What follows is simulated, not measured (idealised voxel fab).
Process module heading - voxel wiring stack
Xsec cut, 260 nm wide, square cell size 5 nm.
We lay out every cross-section as a grid of square cells and spell it out in bands from the top down, where one band means one or more rows of cells.
Top, bottom (nm), then materials left to right with widths (nm); lone material tagged "edge to edge" fills the whole band edge to edge; "air" = empty space.
Where do heights start? At 0: under that level the wafer as delivered is made of one material only. And the lowest band has no floor; it just carries on downward, as in "0..down".
Width: "30->40" (first number = top row, second number = bottom row, same change from row to row of cells).
Take "no modification" at face value: in the step it is given for, the cross-section changed in none of its cells.
Each empty space that has no open way to the top and spans at least 8 cells appears under "Fully closed voids" as width x height at distance, the distance counted from the left edge, all in nm.
The remark found on a step's line after its settings is issued by the simulator itself and pertains to that step.
overlay nm: how far to the right of its planned place the mask lay on this masked step (negative: to the left).
The following list gives the planned process steps:
1,op RECEIVE | material Si
2,op CONFORMAL_DEP | material SiO2 | thk nm 15
3,op CONFORMAL_DEP | material SiCN | thk nm 5
4,op DIRECTIONAL_DEP | material lowk | thk nm 20
5,op MASKED_ETCH | tone open | mask id METAL_1 | width nm 25 | pitch nm 50 | etch materials lowk | depth nm 20 | overlay nm 0
6,op MASKED_ETCH | tone open | mask id METAL_1 | width nm 25 | pitch nm 50 | etch materials SiCN | depth nm 5 | overlay nm 0
7,op CONFORMAL_DEP | material TiN | thk nm 5
8,op FILL_DEP | material Cu | thk nm 10
9,op CMP | height nm 40
10,op CONFORMAL_DEP | material SiCN | thk nm 5
11,op DIRECTIONAL_DEP | material lowk | thk nm 15
12,op MASKED_ETCH | tone open | mask id PLUG_1 | width nm 15 | pitch nm 100 | etch materials lowk | depth nm 15 | overlay nm 0
13,op MASKED_ETCH | tone open | mask id PLUG_1 | width nm 15 | pitch nm 100 | etch materials SiCN | depth nm 5 | overlay nm 0
14,op EPI | material Ru | thk nm 10
15,op EPI | material Ru | thk nm 10
16,op CONFORMAL_DEP | material SiCN | thk nm 5
17,op DIRECTIONAL_DEP | material SiO2 | thk nm 25
18,op DIRECTIONAL_DEP | material aC | thk nm 15
19,op PATTERN | tone open | mask id METAL_2 | material resist | width nm 25 | pitch nm 50 | thk nm 30 | overlay nm 0
20,op DIRECTIONAL_ETCH | etch materials aC | depth nm 15
21,op STRIP | etch materials resist
22,op DIRECTIONAL_ETCH | etch materials SiO2 | depth nm 25
23,op DIRECTIONAL_ETCH | etch materials SiCN | depth nm 5
24,op STRIP | etch materials aC
25,op CONFORMAL_DEP | material TiN | thk nm 5
26,op FILL_DEP | material Cu | thk nm 5
27,op CMP | height nm 90
28,op CONFORMAL_DEP | material SiCN | thk nm 5
29,op DIRECTIONAL_DEP | material SiO2 | thk nm 15
30,op DIRECTIONAL_DEP | material aC | thk nm 15
31,op PATTERN | tone open | mask id PLUG_2 | material resist | width nm 15 | pitch nm 50 | thk nm 30 | overlay nm 0
32,op DIRECTIONAL_ETCH | etch materials aC | depth nm 15
33,op STRIP | etch materials resist
34,op DIRECTIONAL_ETCH | etch materials SiO2 | depth nm 15
35,op DIRECTIONAL_ETCH | etch materials SiCN | depth nm 5
36,op STRIP | etch materials aC
37,op CONFORMAL_DEP | material TiN | thk nm 5
38,op FILL_DEP | material Cu | thk nm 10
39,op CMP | height nm 110
40,op DIRECTIONAL_DEP | material TiN | thk nm 5
41,op DIRECTIONAL_DEP | material Ru | thk nm 20
42,op PATTERN | tone cover | mask id METAL_3 | material resist | width nm 25 | pitch nm 50 | thk nm 15 | overlay nm 0
43,op DIRECTIONAL_ETCH | etch materials Ru | depth nm 20
44,op DIRECTIONAL_ETCH | etch materials TiN | depth nm 5
45,op STRIP | etch materials resist
46,op FILL_DEP | material lowk | thk nm 5
47,op CMP | height nm 135
48,op CONFORMAL_DEP | material SiCN | thk nm 5
49,op DIRECTIONAL_DEP | material lowk | thk nm 20
50,op MASKED_ETCH | tone open | mask id PLUG_3 | width nm 15 | pitch nm 50 | etch materials lowk | depth nm 20 | overlay nm 0
51,op MASKED_ETCH | tone open | mask id PLUG_3 | width nm 15 | pitch nm 50 | etch materials SiCN | depth nm 5 | overlay nm 0
52,op EPI | material Ru | thk nm 10
53,op EPI | material Ru | thk nm 10
54,op EPI | material Ru | thk nm 5
55,op CONFORMAL_DEP | material SiCN | thk nm 5
56,op DIRECTIONAL_DEP | material lowk | thk nm 15
57,op PATTERN | tone open | mask id METAL_4 | material resist | width nm 25 | pitch nm 50 | thk nm 15 | overlay nm 0
58,op DIRECTIONAL_ETCH | etch materials lowk | depth nm 15
59,op DIRECTIONAL_ETCH | etch materials SiCN | depth nm 5
60,op STRIP | etch materials resist
61,op CONFORMAL_DEP | material TiN | thk nm 5
62,op FILL_DEP | material Ru | thk nm 5
63,op CMP | height nm 180
64,op CONFORMAL_DEP | material SiCN | thk nm 5
On the first of the two wafers: run conducted according to plan:
As received, after step 1:
    0..down: Si edge to edge
    Fully closed voids: none
The wafer in cross-section once step 2 is complete:
    15..0: SiO2 edge to edge
    Unchanged below 0.
The wafer in cross-section once step 3 is complete:
    20..15: SiCN edge to edge
    Unchanged below 15.
The wafer in cross-section once step 4 is complete:
    40..20: lowk edge to edge
    Unchanged below 20.
The wafer in cross-section once step 5 is complete:
    40..20: lowk (40) | air (25) | lowk (25) | air (25) | lowk (25) | air (25) | lowk (25) | air (25) | lowk (45)
    Unchanged below 20.
The wafer in cross-section once step 6 is complete:
    40..20: lowk (40) | air (25) | lowk (25) | air (25) | lowk (25) | air (25) | lowk (25) | air (25) | lowk (45)
    20..15: SiCN (40) | air (25) | SiCN (25) | air (25) | SiCN (25) | air (25) | SiCN (25) | air (25) | SiCN (45)
    Unchanged below 15.
The wafer in cross-section once step 7 is complete:
    45..40: TiN (45) | air (15) | TiN (35) | air (15) | TiN (35) | air (15) | TiN (35) | air (15) | TiN (50)
    40..20: lowk (40) | TiN (5) | air (15) | TiN (5) | lowk (25) | TiN (5) | air (15) | TiN (5) | lowk (25) | TiN (5) | air (15) | TiN (5) | lowk (25) | TiN (5) | air (15) | TiN (5) | lowk (45)
    20..15: SiCN (40) | TiN (25) | SiCN (25) | TiN (25) | SiCN (25) | TiN (25) | SiCN (25) | TiN (25) | SiCN (45)
    Unchanged below 15.
The wafer in cross-section once step 8 is complete:
    55..45: Cu edge to edge
    45..40: TiN (45) | Cu (15) | TiN (35) | Cu (15) | TiN (35) | Cu (15) | TiN (35) | Cu (15) | TiN (50)
    40..20: lowk (40) | TiN (5) | Cu (15) | TiN (5) | lowk (25) | TiN (5) | Cu (15) | TiN (5) | lowk (25) | TiN (5) | Cu (15) | TiN (5) | lowk (25) | TiN (5) | Cu (15) | TiN (5) | lowk (45)
    Unchanged below 20.
The wafer in cross-section once step 9 is complete:
    40..20: lowk (40) | TiN (5) | Cu (15) | TiN (5) | lowk (25) | TiN (5) | Cu (15) | TiN (5) | lowk (25) | TiN (5) | Cu (15) | TiN (5) | lowk (25) | TiN (5) | Cu (15) | TiN (5) | lowk (45)
    Unchanged below 20.
The wafer in cross-section once step 10 is complete:
    45..40: SiCN edge to edge
    Unchanged below 40.
The wafer in cross-section once step 11 is complete:
    60..45: lowk edge to edge
    Unchanged below 45.
The wafer in cross-section once step 12 is complete:
    60..45: lowk (40) | air (15) | lowk (85) | air (15) | lowk (105)
    Unchanged below 45.
The wafer in cross-section once step 13 is complete:
    60..45: lowk (40) | air (15) | lowk (85) | air (15) | lowk (105)
    45..40: SiCN (40) | air (15) | SiCN (85) | air (15) | SiCN (105)
    Unchanged below 40.
The wafer in cross-section once step 14 is complete:
    60..50: lowk (40) | air (15) | lowk (85) | air (15) | lowk (105)
    50..45: lowk (40) | Ru (15) | lowk (85) | Ru (15) | lowk (105)
    45..40: SiCN (40) | Ru (15) | SiCN (85) | Ru (15) | SiCN (105)
    Unchanged below 40.
The wafer in cross-section once step 15 is complete:
    60..45: lowk (40) | Ru (15) | lowk (85) | Ru (15) | lowk (105)
    Unchanged below 45.
The wafer in cross-section once step 16 is complete:
    65..60: SiCN edge to edge
    Unchanged below 60.
The wafer in cross-section once step 17 is complete:
    90..65: SiO2 edge to edge
    Unchanged below 65.
The wafer in cross-section once step 18 is complete:
    105..90: aC edge to edge
    Unchanged below 90.
The wafer in cross-section once step 19 is complete:
    135..105: resist (40) | air (25) | resist (25) | air (25) | resist (25) | air (25) | resist (25) | air (25) | resist (45)
    Unchanged below 105.
The wafer in cross-section once step 20 is complete:
    120..105: resist (40) | air (25) | resist (25) | air (25) | resist (25) | air (25) | resist (25) | air (25) | resist (45)
    105..90: aC (40) | air (25) | aC (25) | air (25) | aC (25) | air (25) | aC (25) | air (25) | aC (45)
    Unchanged below 90.
The wafer in cross-section once step 21 is complete:
    105..90: aC (40) | air (25) | aC (25) | air (25) | aC (25) | air (25) | aC (25) | air (25) | aC (45)
    Unchanged below 90.
The wafer in cross-section once step 22 is complete:
    105..90: aC (40) | air (25) | aC (25) | air (25) | aC (25) | air (25) | aC (25) | air (25) | aC (45)
    90..65: SiO2 (40) | air (25) | SiO2 (25) | air (25) | SiO2 (25) | air (25) | SiO2 (25) | air (25) | SiO2 (45)
    Unchanged below 65.
The wafer in cross-section once step 23 is complete:
    105..90: aC (40) | air (25) | aC (25) | air (25) | aC (25) | air (25) | aC (25) | air (25) | aC (45)
    90..65: SiO2 (40) | air (25) | SiO2 (25) | air (25) | SiO2 (25) | air (25) | SiO2 (25) | air (25) | SiO2 (45)
    65..60: SiCN (40) | air (25) | SiCN (25) | air (25) | SiCN (25) | air (25) | SiCN (25) | air (25) | SiCN (45)
    Unchanged below 60.
The wafer in cross-section once step 24 is complete:
    90..65: SiO2 (40) | air (25) | SiO2 (25) | air (25) | SiO2 (25) | air (25) | SiO2 (25) | air (25) | SiO2 (45)
    Unchanged below 65.
The wafer in cross-section once step 25 is complete:
    95..90: TiN (45) | air (15) | TiN (35) | air (15) | TiN (35) | air (15) | TiN (35) | air (15) | TiN (50)
    90..65: SiO2 (40) | TiN (5) | air (15) | TiN (5) | SiO2 (25) | TiN (5) | air (15) | TiN (5) | SiO2 (25) | TiN (5) | air (15) | TiN (5) | SiO2 (25) | TiN (5) | air (15) | TiN (5) | SiO2 (45)
    65..60: SiCN (40) | TiN (25) | SiCN (25) | TiN (25) | SiCN (25) | TiN (25) | SiCN (25) | TiN (25) | SiCN (45)
    Unchanged below 60.
The wafer in cross-section once step 26 is complete:
    100..95: Cu edge to edge
    95..90: TiN (45) | Cu (15) | TiN (35) | Cu (15) | TiN (35) | Cu (15) | TiN (35) | Cu (15) | TiN (50)
    90..65: SiO2 (40) | TiN (5) | Cu (15) | TiN (5) | SiO2 (25) | TiN (5) | Cu (15) | TiN (5) | SiO2 (25) | TiN (5) | Cu (15) | TiN (5) | SiO2 (25) | TiN (5) | Cu (15) | TiN (5) | SiO2 (45)
    Unchanged below 65.
The wafer in cross-section once step 27 is complete:
    90..65: SiO2 (40) | TiN (5) | Cu (15) | TiN (5) | SiO2 (25) | TiN (5) | Cu (15) | TiN (5) | SiO2 (25) | TiN (5) | Cu (15) | TiN (5) | SiO2 (25) | TiN (5) | Cu (15) | TiN (5) | SiO2 (45)
    Unchanged below 65.
The wafer in cross-section once step 28 is complete:
    95..90: SiCN edge to edge
    Unchanged below 90.
The wafer in cross-section once step 29 is complete:
    110..95: SiO2 edge to edge
    Unchanged below 95.
The wafer in cross-section once step 30 is complete:
    125..110: aC edge to edge
    Unchanged below 110.
The wafer in cross-section once step 31 is complete:
    155..125: resist (40) | air (15) | resist (35) | air (15) | resist (35) | air (15) | resist (35) | air (15) | resist (55)
    Unchanged below 125.
The wafer in cross-section once step 32 is complete:
    140..125: resist (40) | air (15) | resist (35) | air (15) | resist (35) | air (15) | resist (35) | air (15) | resist (55)
    125..110: aC (40) | air (15) | aC (35) | air (15) | aC (35) | air (15) | aC (35) | air (15) | aC (55)
    Unchanged below 110.
The wafer in cross-section once step 33 is complete:
    125..110: aC (40) | air (15) | aC (35) | air (15) | aC (35) | air (15) | aC (35) | air (15) | aC (55)
    Unchanged below 110.
The wafer in cross-section once step 34 is complete:
    125..110: aC (40) | air (15) | aC (35) | air (15) | aC (35) | air (15) | aC (35) | air (15) | aC (55)
    110..95: SiO2 (40) | air (15) | SiO2 (35) | air (15) | SiO2 (35) | air (15) | SiO2 (35) | air (15) | SiO2 (55)
    Unchanged below 95.
The wafer in cross-section once step 35 is complete:
    125..110: aC (40) | air (15) | aC (35) | air (15) | aC (35) | air (15) | aC (35) | air (15) | aC (55)
    110..95: SiO2 (40) | air (15) | SiO2 (35) | air (15) | SiO2 (35) | air (15) | SiO2 (35) | air (15) | SiO2 (55)
    95..90: SiCN (40) | air (15) | SiCN (35) | air (15) | SiCN (35) | air (15) | SiCN (35) | air (15) | SiCN (55)
    Unchanged below 90.
The wafer in cross-section once step 36 is complete:
    110..95: SiO2 (40) | air (15) | SiO2 (35) | air (15) | SiO2 (35) | air (15) | SiO2 (35) | air (15) | SiO2 (55)
    Unchanged below 95.
The wafer in cross-section once step 37 is complete:
    115..110: TiN (45) | air (5) | TiN (45) | air (5) | TiN (45) | air (5) | TiN (45) | air (5) | TiN (60)
    110..95: SiO2 (40) | TiN (5) | air (5) | TiN (5) | SiO2 (35) | TiN (5) | air (5) | TiN (5) | SiO2 (35) | TiN (5) | air (5) | TiN (5) | SiO2 (35) | TiN (5) | air (5) | TiN (5) | SiO2 (55)
    95..90: SiCN (40) | TiN (15) | SiCN (35) | TiN (15) | SiCN (35) | TiN (15) | SiCN (35) | TiN (15) | SiCN (55)
    Unchanged below 90.
The wafer in cross-section once step 38 is complete:
    125..115: Cu edge to edge
    115..110: TiN (45) | Cu (5) | TiN (45) | Cu (5) | TiN (45) | Cu (5) | TiN (45) | Cu (5) | TiN (60)
    110..95: SiO2 (40) | TiN (5) | Cu (5) | TiN (5) | SiO2 (35) | TiN (5) | Cu (5) | TiN (5) | SiO2 (35) | TiN (5) | Cu (5) | TiN (5) | SiO2 (35) | TiN (5) | Cu (5) | TiN (5) | SiO2 (55)
    Unchanged below 95.
The wafer in cross-section once step 39 is complete:
    110..95: SiO2 (40) | TiN (5) | Cu (5) | TiN (5) | SiO2 (35) | TiN (5) | Cu (5) | TiN (5) | SiO2 (35) | TiN (5) | Cu (5) | TiN (5) | SiO2 (35) | TiN (5) | Cu (5) | TiN (5) | SiO2 (55)
    Unchanged below 95.
The wafer in cross-section once step 40 is complete:
    115..110: TiN edge to edge
    Unchanged below 110.
The wafer in cross-section once step 41 is complete:
    135..115: Ru edge to edge
    Unchanged below 115.
The wafer in cross-section once step 42 is complete:
    150..135: air (40) | resist (25) | air (25) | resist (25) | air (25) | resist (25) | air (25) | resist (25) | air (45)
    Unchanged below 135.
The wafer in cross-section once step 43 is complete:
    150..135: air (40) | resist (25) | air (25) | resist (25) | air (25) | resist (25) | air (25) | resist (25) | air (45)
    135..115: air (40) | Ru (25) | air (25) | Ru (25) | air (25) | Ru (25) | air (25) | Ru (25) | air (45)
    Unchanged below 115.
The wafer in cross-section once step 44 is complete:
    150..135: air (40) | resist (25) | air (25) | resist (25) | air (25) | resist (25) | air (25) | resist (25) | air (45)
    135..115: air (40) | Ru (25) | air (25) | Ru (25) | air (25) | Ru (25) | air (25) | Ru (25) | air (45)
    115..110: air (40) | TiN (25) | air (25) | TiN (25) | air (25) | TiN (25) | air (25) | TiN (25) | air (45)
    Unchanged below 110.
The wafer in cross-section once step 45 is complete:
    135..115: air (40) | Ru (25) | air (25) | Ru (25) | air (25) | Ru (25) | air (25) | Ru (25) | air (45)
    Unchanged below 115.
The wafer in cross-section once step 46 is complete:
    140..135: lowk edge to edge
    135..115: lowk (40) | Ru (25) | lowk (25) | Ru (25) | lowk (25) | Ru (25) | lowk (25) | Ru (25) | lowk (45)
    115..110: lowk (40) | TiN (25) | lowk (25) | TiN (25) | lowk (25) | TiN (25) | lowk (25) | TiN (25) | lowk (45)
    Unchanged below 110.
The wafer in cross-section once step 47 is complete:
    135..115: lowk (40) | Ru (25) | lowk (25) | Ru (25) | lowk (25) | Ru (25) | lowk (25) | Ru (25) | lowk (45)
    Unchanged below 115.
The wafer in cross-section once step 48 is complete:
    140..135: SiCN edge to edge
    Unchanged below 135.
The wafer in cross-section once step 49 is complete:
    160..140: lowk edge to edge
    Unchanged below 140.
The wafer in cross-section once step 50 is complete:
    160..140: lowk (40) | air (15) | lowk (35) | air (15) | lowk (35) | air (15) | lowk (35) | air (15) | lowk (55)
    Unchanged below 140.
The wafer in cross-section once step 51 is complete:
    160..140: lowk (40) | air (15) | lowk (35) | air (15) | lowk (35) | air (15) | lowk (35) | air (15) | lowk (55)
    140..135: SiCN (40) | air (15) | SiCN (35) | air (15) | SiCN (35) | air (15) | SiCN (35) | air (15) | SiCN (55)
    Unchanged below 135.
The wafer in cross-section once step 52 is complete:
    160..145: lowk (40) | air (15) | lowk (35) | air (15) | lowk (35) | air (15) | lowk (35) | air (15) | lowk (55)
    145..140: lowk (40) | Ru (15) | lowk (35) | Ru (15) | lowk (35) | Ru (15) | lowk (35) | Ru (15) | lowk (55)
    140..135: SiCN (40) | Ru (15) | SiCN (35) | Ru (15) | SiCN (35) | Ru (15) | SiCN (35) | Ru (15) | SiCN (55)
    Unchanged below 135.
The wafer in cross-section once step 53 is complete:
    160..155: lowk (40) | air (15) | lowk (35) | air (15) | lowk (35) | air (15) | lowk (35) | air (15) | lowk (55)
    155..140: lowk (40) | Ru (15) | lowk (35) | Ru (15) | lowk (35) | Ru (15) | lowk (35) | Ru (15) | lowk (55)
    Unchanged below 140.
The wafer in cross-section once step 54 is complete:
    160..140: lowk (40) | Ru (15) | lowk (35) | Ru (15) | lowk (35) | Ru (15) | lowk (35) | Ru (15) | lowk (55)
    Unchanged below 140.
The wafer in cross-section once step 55 is complete:
    165..160: SiCN edge to edge
    Unchanged below 160.
The wafer in cross-section once step 56 is complete:
    180..165: lowk edge to edge
    Unchanged below 165.
The wafer in cross-section once step 57 is complete:
    195..180: resist (40) | air (25) | resist (25) | air (25) | resist (25) | air (25) | resist (25) | air (25) | resist (45)
    Unchanged below 180.
The wafer in cross-section once step 58 is complete:
    195..180: resist (40) | air (25) | resist (25) | air (25) | resist (25) | air (25) | resist (25) | air (25) | resist (45)
    180..165: lowk (40) | air (25) | lowk (25) | air (25) | lowk (25) | air (25) | lowk (25) | air (25) | lowk (45)
    Unchanged below 165.
The wafer in cross-section once step 59 is complete:
    195..180: resist (40) | air (25) | resist (25) | air (25) | resist (25) | air (25) | resist (25) | air (25) | resist (45)
    180..165: lowk (40) | air (25) | lowk (25) | air (25) | lowk (25) | air (25) | lowk (25) | air (25) | lowk (45)
    165..160: SiCN (40) | air (25) | SiCN (25) | air (25) | SiCN (25) | air (25) | SiCN (25) | air (25) | SiCN (45)
    Unchanged below 160.
The wafer in cross-section once step 60 is complete:
    180..165: lowk (40) | air (25) | lowk (25) | air (25) | lowk (25) | air (25) | lowk (25) | air (25) | lowk (45)
    Unchanged below 165.
The wafer in cross-section once step 61 is complete:
    185..180: TiN (45) | air (15) | TiN (35) | air (15) | TiN (35) | air (15) | TiN (35) | air (15) | TiN (50)
    180..165: lowk (40) | TiN (5) | air (15) | TiN (5) | lowk (25) | TiN (5) | air (15) | TiN (5) | lowk (25) | TiN (5) | air (15) | TiN (5) | lowk (25) | TiN (5) | air (15) | TiN (5) | lowk (45)
    165..160: SiCN (40) | TiN (25) | SiCN (25) | TiN (25) | SiCN (25) | TiN (25) | SiCN (25) | TiN (25) | SiCN (45)
    Unchanged below 160.
The wafer in cross-section once step 62 is complete:
    190..185: Ru edge to edge
    185..180: TiN (45) | Ru (15) | TiN (35) | Ru (15) | TiN (35) | Ru (15) | TiN (35) | Ru (15) | TiN (50)
    180..165: lowk (40) | TiN (5) | Ru (15) | TiN (5) | lowk (25) | TiN (5) | Ru (15) | TiN (5) | lowk (25) | TiN (5) | Ru (15) | TiN (5) | lowk (25) | TiN (5) | Ru (15) | TiN (5) | lowk (45)
    Unchanged below 165.
The wafer in cross-section once step 63 is complete:
    180..165: lowk (40) | TiN (5) | Ru (15) | TiN (5) | lowk (25) | TiN (5) | Ru (15) | TiN (5) | lowk (25) | TiN (5) | Ru (15) | TiN (5) | lowk (25) | TiN (5) | Ru (15) | TiN (5) | lowk (45)
    Unchanged below 165.
The wafer in cross-section once step 64 is complete:
    185..180: SiCN edge to edge
    Unchanged below 180.
Now the other wafer: same start, same recipe, but we messed up one thing when running it. Up to and including step 48 it's the same as the first one:
Second wafer: cross-section at the scheduled end of step 49: no modification
Second wafer: cross-section at the scheduled end of step 50: no modification
Second wafer: cross-section at the scheduled end of step 51:
    140..135: SiCN (40) | air (15) | SiCN (35) | air (15) | SiCN (35) | air (15) | SiCN (35) | air (15) | SiCN (55)
    Unchanged below 135.
Second wafer: cross-section at the scheduled end of step 52:
    145..140: air (35) | Ru (25) | air (25) | Ru (25) | air (25) | Ru (25) | air (25) | Ru (25) | air (50)
    140..135: SiCN (40) | Ru (15) | SiCN (35) | Ru (15) | SiCN (35) | Ru (15) | SiCN (35) | Ru (15) | SiCN (55)
    Unchanged below 135.
Second wafer: cross-section at the scheduled end of step 53:
    155..140: air (25) | Ru (45) | air (5) | Ru (45) | air (5) | Ru (45) | air (5) | Ru (45) | air (40)
    Unchanged below 140.
Second wafer: cross-section at the scheduled end of step 54:
    160..140: air (20) | Ru (205) | air (35)
    Unchanged below 140.
Second wafer: cross-section at the scheduled end of step 55:
    165..160: air (15) | SiCN (215) | air (30)
    160..145: air (15) | SiCN (5) | Ru (205) | SiCN (5) | air (30)
    145..140: SiCN (20) | Ru (205) | SiCN (35)
    Unchanged below 140.
Second wafer: cross-section at the scheduled end of step 56:
    180..165: air (15) | lowk (215) | air (30)
    165..160: air (15) | SiCN (215) | air (30)
    160..145: lowk (15) | SiCN (5) | Ru (205) | SiCN (5) | lowk (30)
    Unchanged below 145.
Second wafer: cross-section at the scheduled end of step 57:
    195..180: resist (40) | air (25) | resist (25) | air (25) | resist (25) | air (25) | resist (25) | air (25) | resist (45)
    180..165: resist (15) | lowk (215) | resist (30)
    165..160: resist (15) | SiCN (215) | resist (30)
    Unchanged below 160.
Second wafer: cross-section at the scheduled end of step 58:
    195..180: resist (40) | air (25) | resist (25) | air (25) | resist (25) | air (25) | resist (25) | air (25) | resist (45)
    180..165: resist (15) | lowk (25) | air (25) | lowk (25) | air (25) | lowk (25) | air (25) | lowk (25) | air (25) | lowk (15) | resist (30)
    Unchanged below 165.
Second wafer: cross-section at the scheduled end of step 59:
    195..180: resist (40) | air (25) | resist (25) | air (25) | resist (25) | air (25) | resist (25) | air (25) | resist (45)
    180..165: resist (15) | lowk (25) | air (25) | lowk (25) | air (25) | lowk (25) | air (25) | lowk (25) | air (25) | lowk (15) | resist (30)
    165..160: resist (15) | SiCN (25) | air (25) | SiCN (25) | air (25) | SiCN (25) | air (25) | SiCN (25) | air (25) | SiCN (15) | resist (30)
    Unchanged below 160.
Second wafer: cross-section at the scheduled end of step 60:
    180..165: air (15) | lowk (25) | air (25) | lowk (25) | air (25) | lowk (25) | air (25) | lowk (25) | air (25) | lowk (15) | air (30)
    165..160: air (15) | SiCN (25) | air (25) | SiCN (25) | air (25) | SiCN (25) | air (25) | SiCN (25) | air (25) | SiCN (15) | air (30)
    Unchanged below 160.
Second wafer: cross-section at the scheduled end of step 61:
    185..180: air (10) | TiN (35) | air (15) | TiN (35) | air (15) | TiN (35) | air (15) | TiN (35) | air (15) | TiN (25) | air (25)
    180..165: air (10) | TiN (5) | lowk (25) | TiN (5) | air (15) | TiN (5) | lowk (25) | TiN (5) | air (15) | TiN (5) | lowk (25) | TiN (5) | air (15) | TiN (5) | lowk (25) | TiN (5) | air (15) | TiN (5) | lowk (15) | TiN (5) | air (25)
    165..160: TiN (15) | SiCN (25) | TiN (25) | SiCN (25) | TiN (25) | SiCN (25) | TiN (25) | SiCN (25) | TiN (25) | SiCN (15) | TiN (30)
    Unchanged below 160.
Second wafer: cross-section at the scheduled end of step 62:
    190..185: Ru edge to edge
    185..180: Ru (10) | TiN (35) | Ru (15) | TiN (35) | Ru (15) | TiN (35) | Ru (15) | TiN (35) | Ru (15) | TiN (25) | Ru (25)
    180..165: Ru (10) | TiN (5) | lowk (25) | TiN (5) | Ru (15) | TiN (5) | lowk (25) | TiN (5) | Ru (15) | TiN (5) | lowk (25) | TiN (5) | Ru (15) | TiN (5) | lowk (25) | TiN (5) | Ru (15) | TiN (5) | lowk (15) | TiN (5) | Ru (25)
    Unchanged below 165.
Second wafer: cross-section at the scheduled end of step 63:
    180..165: Ru (10) | TiN (5) | lowk (25) | TiN (5) | Ru (15) | TiN (5) | lowk (25) | TiN (5) | Ru (15) | TiN (5) | lowk (25) | TiN (5) | Ru (15) | TiN (5) | lowk (25) | TiN (5) | Ru (15) | TiN (5) | lowk (15) | TiN (5) | Ru (25)
    Unchanged below 165.
Second wafer: cross-section at the scheduled end of step 64:
    185..180: SiCN edge to edge
    Unchanged below 180.
Want to know what went wrong? execution of step 49 of the plan did not take place, the step having been omitted
at the end the second wafer has, in cells: Ru +137, SiCN +8, TiN +15, lowk -160
